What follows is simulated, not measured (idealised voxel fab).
A process module follows: voxel double patterning.
For reference, the cross-section in this document is cut, with width 275 nm and square cells of 5 nm.
In what follows, cross-sections appear as grids of square cells, described through bands that run from the top down, where every band is one or more rows of cells.
Read a band's entry like this: the first values are the height of its top and the height of its bottom in nm, and what follows is the sequence of materials from left to right, each with its width in nm. Note that "air" is empty space, and that a single material marked "all across" reaches across the band from edge to edge.
Zero point of the height axis is 0; under it, received wafer = one material. Lowest band: continues down indefinitely, "0 nm and below".
Graded width ("30 to 40"): value in top row of band = first number; value in bottom row = second number; row-to-row change constant.
"all unchanged" after a step means that no cell of the cross-section changed.
Closed empty spaces (no open way to the top) of 8 cells or more are what "Enclosed void list" lists, each as width x height at distance from the left edge, nm for all three.
What comes after the settings on a step's line is commentary from the simulator itself on that step.
The optional step-line setting "overlay nm" applies to steps with a mask and quantifies how far to the right of its planned location the mask lay, a negative value indicating leftward placement.

[The following list gives the planned process steps]
1) RECEIVE (material Si)
2) CONFORMAL_DEP (material SiO2; thk nm 10)
3) DIRECTIONAL_DEP (material polySi; thk nm 15)
4) DIRECTIONAL_DEP (material SiCN; thk nm 5)
5) MASKED_ETCH (tone open; mask id FIRST; width nm 15; pitch nm 50; etch materials SiCN; depth nm 5; overlay nm 0)
6) DIRECTIONAL_DEP (material aC; thk nm 10)
7) PATTERN (tone open; mask id SECOND; material resist; width nm 15; pitch nm 50; thk nm 25; overlay nm 0)
8) DIRECTIONAL_ETCH (etch materials aC; depth nm 10)
9) STRIP (etch materials resist)
10) DIRECTIONAL_ETCH (etch materials SiCN; depth nm 5)
11) STRIP (etch materials aC)
12) DIRECTIONAL_ETCH (etch materials polySi; depth nm 5)
13) STRIP (etch materials SiCN)
The wafers in this document start out alike and differ in the depth nm applied at step 12; the plan shows the value used for the first wafer.

[Received condition of the first of several wafers, sectioned: post-step 1]
    0 nm and below | Si all across
    Enclosed void list: none

[Shown in cross-section: the first of several wafers at the end of the module, after its last step, step 13]
    25 nm to 20 nm | polySi 80 nm  air 15 nm  polySi 10 nm  air 15 nm  polySi 10 nm  air 15 nm  polySi 10 nm  air 15 nm  polySi 10 nm  air 15 nm  polySi 80 nm
    20 nm to 10 nm | polySi all across
    10 nm to 0 nm | SiO2 all across
    0 nm and below | Si all across
    Enclosed void list: none

[Last wafer x-sec, end of module]
    25 nm to 10 nm | polySi 80 nm  air 15 nm  polySi 10 nm  air 15 nm  polySi 10 nm  air 15 nm  polySi 10 nm  air 15 nm  polySi 10 nm  air 15 nm  polySi 80 nm
    10 nm to 0 nm | SiO2 all across
    0 nm and below | Si all across
    Enclosed void list: none

[Heads up, this table goes wafer by wafer. A row tells you, at the end of the module, how many cells of each material that wafer has put on (+) or dropped (-) since it was received, and then its closed voids]
depth nm 5; +110 SiO2; +150 polySi; Enclosed void list: none
depth nm 10; +110 SiO2; +135 polySi; Enclosed void list: none
depth nm 15; +110 SiO2; +120 polySi; Enclosed void list: none
depth nm 20; +110 SiO2; +120 polySi; Enclosed void list: none
depth nm 25; +110 SiO2; +120 polySi; Enclosed void list: none
depth nm 30; +110 SiO2; +120 polySi; Enclosed void list: none
